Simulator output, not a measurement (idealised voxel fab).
process module | voxel self aligned contacts
cross-section cut | 300 nm wide | cells 5 nm
A cross-section is a grid of square cells, given in bands from the top down. A band is one or more rows of cells.
Each band's line starts with the height of the band's top and of its bottom, in nm. Then come its materials from left to right, each with its width in nm. One material with "throughout" fills the band from edge to edge. "air" is empty space.
Height 0 is the level under which the wafer as received is all one material. The lowest band goes on downwards, as in "0 down".
A width such as "30 to 40" changes by the same amount from each row of cells to the next, from the band's top row to its bottom row.
"no change" after a step means that no cell of the cross-section changed.
closed voids: empty space of 8 cells or more with no open way to the top, each as width x height at its distance from the left edge, in nm
after a step's settings: what the simulator itself notes on the step
overlay nm, on a step with a mask: how far to the right of its planned place the mask lay; to the left if negative
plan
1 op RECEIVE | material Si
2 op OXIDIZE | depth nm 5
3 op DIRECTIONAL_DEP | material polySi | thk nm 30
4 op DIRECTIONAL_DEP | material SiN | thk nm 20
5 op DIRECTIONAL_DEP | material aC | thk nm 15
6 op PATTERN | tone cover | mask id GATE | material resist | width nm 35 | pitch nm 80 | thk nm 35 | overlay nm -15
7 op DIRECTIONAL_ETCH | etch materials aC | depth nm 15
8 op STRIP | etch materials resist
9 op DIRECTIONAL_ETCH | etch materials SiN | depth nm 20
10 op DIRECTIONAL_ETCH | etch materials polySi | depth nm 30
11 op STRIP | etch materials aC
12 op CONFORMAL_DEP | material SiN | thk nm 10
13 op DIRECTIONAL_ETCH | etch materials SiN | depth nm 10
14 op FILL_DEP | material SiO2 | thk nm 20
15 op CMP | height nm 60
16 op PATTERN | tone open | mask id CONTACT | material resist | width nm 65 | thk nm 15 | overlay nm 0
17 op DIRECTIONAL_ETCH | etch materials SiO2 | depth nm 65
18 op STRIP | etch materials resist
19 op CONFORMAL_DEP | material TiN | thk nm 5
20 op FILL_DEP | material W | thk nm 5
21 op CMP | height nm 60
22 op CONFORMAL_DEP | material SiN | thk nm 5
varied across the wafers: overlay nm of step 6. The plan shows the first wafer's value. All wafers start alike
first wafer as received, after step 1
  0 down: Si throughout
  closed voids: none
first wafer at the end, after step 22
  65 to 60: SiN throughout
  60 to 50: SiO2 115 | TiN 5 to 10 | W 55 to 15 | TiN 5 to 40 | SiO2 120
  50 to 30: SiO2 65 | SiN 55 | TiN 5 | W 15 | TiN 5 | SiN 55 | SiO2 100
  30 to 0: SiO2 65 | SiN 10 | polySi 35 | SiN 10 | TiN 5 | W 15 | TiN 5 | SiN 10 | polySi 35 | SiN 10 | SiO2 100
  0 to -5: SiO2 120 | TiN 25 | SiO2 155
  -5 down: Si throughout
  closed voids: none
last wafer at the end
  65 to 60: SiN throughout
  60 to 50: SiO2 115 | TiN 5 to 40 | W 55 to 15 | TiN 5 to 10 | SiO2 120
  50 to 30: SiO2 95 | SiN 55 | TiN 5 | W 15 | TiN 5 | SiN 55 | SiO2 70
  30 to 0: SiO2 95 | SiN 10 | polySi 35 | SiN 10 | TiN 5 | W 15 | TiN 5 | SiN 10 | polySi 35 | SiN 10 | SiO2 70
  0 to -5: SiO2 150 | TiN 25 | SiO2 125
  -5 down: Si throughout
  closed voids: none
each wafer at the end: cells of each material gained (+) or lost (-) since it was received, then its closed voids
overlay nm -15 | -60 Si | +196 SiN | +479 SiO2 | +37 TiN | +44 W | +84 polySi | closed voids: none
overlay nm -10 | -60 Si | +196 SiN | +479 SiO2 | +37 TiN | +44 W | +84 polySi | closed voids: none
overlay nm -5 | -60 Si | +196 SiN | +479 SiO2 | +37 TiN | +44 W | +84 polySi | closed voids: none
overlay nm 0 | -60 Si | +196 SiN | +479 SiO2 | +37 TiN | +44 W | +84 polySi | closed voids: none
overlay nm 5 | -60 Si | +196 SiN | +479 SiO2 | +37 TiN | +44 W | +84 polySi | closed voids: none
overlay nm 10 | -60 Si | +196 SiN | +479 SiO2 | +37 TiN | +44 W | +84 polySi | closed voids: none
overlay nm 15 | -60 Si | +196 SiN | +479 SiO2 | +37 TiN | +44 W | +84 polySi | closed voids: none
